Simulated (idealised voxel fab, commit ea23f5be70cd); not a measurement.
Presented below is a process module, voxel released beams.
We display cut, a cross-section 260 nm in width whose square cells are each 5 nm.
Cross-sections here: square-cell grids, written as top-down lists of bands, a band being one or more rows of cells.
Each band's line starts with the height of the band's top and of its bottom, in nm. Then come its materials from left to right, each with its width in nm. One material with "all across" fills the band from edge to edge. "air" is empty space.
Height reference: 0 = level under which incoming wafer is all one material. Lowest band: no bottom, runs on downward, e.g. "from 0 down".
Top row gets the first number, bottom row gets the second, and each row in between changes by the same step: that is how a band width like "30..40" works.
"remains unaltered", as given for a step, is the statement that not any cell of the cross-section underwent a change during that step.
The entry titled "Completely enclosed voids" provides the empty spaces that have no open way to the top, restricted to those of 8 cells or more. Each is presented as width x height at distance, the distance being measured from the left edge, with all three in nm.
It should be noted that, on the line of a given step, the content following the step's settings is a remark produced by the simulator itself with respect to that step.
overlay nm: mask offset rightward from planned place, masked step; negative means leftward offset.
Listed below are the process steps as planned:
1. RECEIVE (material Si)
2. CONFORMAL_DEP (material Al2O3; thk nm 5)
3. DIRECTIONAL_DEP (material SiO2; thk nm 10)
4. MASKED_ETCH (tone open; mask id ANCHOR; width nm 45; etch materials SiO2; depth nm 10; overlay nm 0)
5. CONFORMAL_DEP (material polySi; thk nm 15)
6. PATTERN (tone cover; mask id BEAM; material resist; width nm 130; thk nm 20; overlay nm 0)
7. DIRECTIONAL_ETCH (etch materials polySi; depth nm 15)
8. STRIP (etch materials resist)
9. STRIP (etch materials SiO2)
Wafer as received: cross-section following step 1:
- from 0 down = Si all across
- Completely enclosed voids: none
Here's the cross-section of the first of our two wafers at the end of the module - it ran as planned:
- from 30 to 20 = air: 60; polySi: 20; air: 15; polySi: 95; air: 70
- from 20 to 15 = air: 60; polySi: 130; air: 70
- from 15 to 5 = air: 65; polySi: 45; air: 150
- from 5 to 0 = Al2O3 all across
- from 0 down = Si all across
- Completely enclosed voids: none
Presented here is a cross-section of the second of the two wafers as it stood at the end of the module. It was started in the same manner and assigned the same plan as the first wafer; however, one mistake was made in its execution:
- from 30 to 15 = air: 60; polySi: 130; air: 70
- from 15 to 10 = Al2O3 all across
- from 10 to 0 = SiO2 all across
- from 0 down = Si all across
- Completely enclosed voids: none
Plan not followed: steps 2 and 3 swapped
Cell-count delta at end, second wafer over first, by material: 104 more of SiO2; 12 fewer of polySi
